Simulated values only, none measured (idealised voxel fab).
The name of this process module is voxel ribs on slabs.
The width of the displayed cross-section, cut, is 155 nm; its cells are square, with a size of 5 nm.
A cross-section in this document is a grid of square cells, and it is written down as bands, the top band listed before the ones below it; a band is made up of one or more rows of cells. Per band: top height and bottom height in nm, followed by the left-to-right materials and their widths in nm; "throughout" marks a single material spanning edge to edge, "blank" marks empty space. All heights in this document are referenced to 0, defined as the level beneath which the wafer, as received, consists entirely of one material. The lowest band is not bounded below; it extends indefinitely downward and is written in the form "top 0, no bottom". A width given as "30->40" starts at the first number in the band's top row and ends at the second number in its bottom row, shifting by an equal amount at every step from row to row. Given "no alterations made" for a step, no cell of the cross-section differs between before and after that step. "Trapped voids" means: voids of 8 cells or more that are shut off from the top with no open way through. Written width x height at distance, distance from the left edge, in nm. Step line, after settings: the simulator's comment on this step. Among the settings permitted on a step's line is "overlay nm"; applied to a step with a mask, it specifies the extent to which the mask lay to the right of its planned position, whereas a negative figure signifies a position to the left.
**Planned process steps**
1. RECEIVE (material Si)
2. DIRECTIONAL_DEP (material SiO2; thk nm 20)
3. DIRECTIONAL_DEP (material SiN; thk nm 20)
4. PATTERN (tone cover; mask id RIB; material resist; width nm 15; thk nm 15; overlay nm 0)
5. DIRECTIONAL_ETCH (etch materials SiN; depth nm 10)
6. STRIP (etch materials resist)
7. MASKED_ETCH (tone cover; mask id SLAB; width nm 75; etch materials SiN; depth nm 10; overlay nm 0)
8. FILL_DEP (material SiO2; thk nm 25)
9. CMP (height nm 60)
10. DIRECTIONAL_DEP (material TiN; thk nm 5)
11. PATTERN (tone cover; mask id HEATER; material resist; width nm 25; thk nm 20; overlay nm -15)
12. DIRECTIONAL_ETCH (etch materials TiN; depth nm 5)
13. STRIP (etch materials resist)
14. CONFORMAL_DEP (material SiN; thk nm 10)
Heads up: all these wafers start the same, and what changes between them is the overlay nm in step 11. The value you see in the plan is just what the first wafer got.
**Cross-section of the first of several wafers on receipt, reflecting completion of step 1**
- top 0, no bottom  Si throughout
- Trapped voids: none
**Gained (+) or lost (-) cells of each material since receipt, then closed voids: one row per wafer, at the end of the module**
overlay nm -15, +102 SiN, +336 SiO2, +5 TiN, Trapped voids: none
overlay nm -10, +102 SiN, +336 SiO2, +5 TiN, Trapped voids: none
overlay nm -5, +102 SiN, +336 SiO2, +5 TiN, Trapped voids: none
overlay nm 0, +102 SiN, +336 SiO2, +5 TiN, Trapped voids: none
overlay nm 5, +102 SiN, +336 SiO2, +5 TiN, Trapped voids: none
overlay nm 10, +102 SiN, +336 SiO2, +5 TiN, Trapped voids: none
overlay nm 15, +102 SiN, +336 SiO2, +5 TiN, Trapped voids: none
